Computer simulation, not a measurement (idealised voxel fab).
Herein follows the process module entitled voxel tone inversion.
180 nm wide, 5 nm square cells: that's cross-section cut.
Cross-section, as written here: a square-cell grid given band by band from the top down, where a band holds one or more rows of cells. Look at the band entry: it leads with the top's height and the bottom's height in nm. Then it lists the materials left to right, with a width in nm for each. The word "throughout" on a single material says that material fills the band edge to edge. The word "blank" is empty space. The level at which height equals 0 is the one under which the wafer, as it arrives, is entirely one material. No lower edge exists for the bottom band, which continues downward and is notated as in "0 nm and below". So if you see something like "30 to 40" for the width, read it as the top row of the band sitting at the first number and the bottom row at the second, with every row in between moving by the same amount as the last. Key: "all unchanged" - step with no changed cell in the cross-section. Reported under the label "Unvented voids" are the empty spaces having no open way to the top and comprising 8 cells or more; the notation for each is width x height at distance, in which the distance is measured from the left edge and all three values are in nm. Heads up: the bit after the settings on a step's line is the simulator's remark on that step. For masked steps, "overlay nm" on the step line gives how far right of plan the mask actually lay; a minus sign means it lay to the left.

Steps planned for the process
- 1: RECEIVE,material Si
- 2: CONFORMAL_DEP,material SiCN,thk nm 5
- 3: DIRECTIONAL_DEP,material aC,thk nm 15
- 4: PATTERN,tone cover,mask id POSTS,material resist,width nm 15,pitch nm 35,thk nm 20,overlay nm 0
- 5: DIRECTIONAL_ETCH,etch materials aC,depth nm 15
- 6: STRIP,etch materials resist
- 7: FILL_DEP,material SiO2,thk nm 10
- 8: CMP,height nm 20
- 9: STRIP,etch materials aC
- 10: CONFORMAL_DEP,material TiN,thk nm 5
- 11: FILL_DEP,material Ru,thk nm 5
- 12: CMP,height nm 20
- 13: CONFORMAL_DEP,material SiCN,thk nm 5

as received, after step 1
0 nm and below  Si throughout
Unvented voids: none

End state of the module in cross-section, given the above starting point and plan and one mistake in execution
25 nm to 20 nm  SiCN throughout
20 nm to 10 nm  55 nm SiO2; 5 nm TiN; 5 nm Ru; 5 nm TiN; 20 nm SiO2; 5 nm TiN; 5 nm Ru; 5 nm TiN; 20 nm SiO2; 5 nm TiN; 5 nm Ru; 5 nm TiN; 40 nm SiO2
10 nm to 5 nm  55 nm SiO2; 15 nm TiN; 20 nm SiO2; 15 nm TiN; 20 nm SiO2; 15 nm TiN; 40 nm SiO2
5 nm to 0 nm  SiCN throughout
0 nm and below  Si throughout
Unvented voids: none
what went wrong: step 4 ran as: PATTERN,tone cover,mask id POSTS,material resist,width nm 15,pitch nm 35,thk nm 20,overlay nm 10
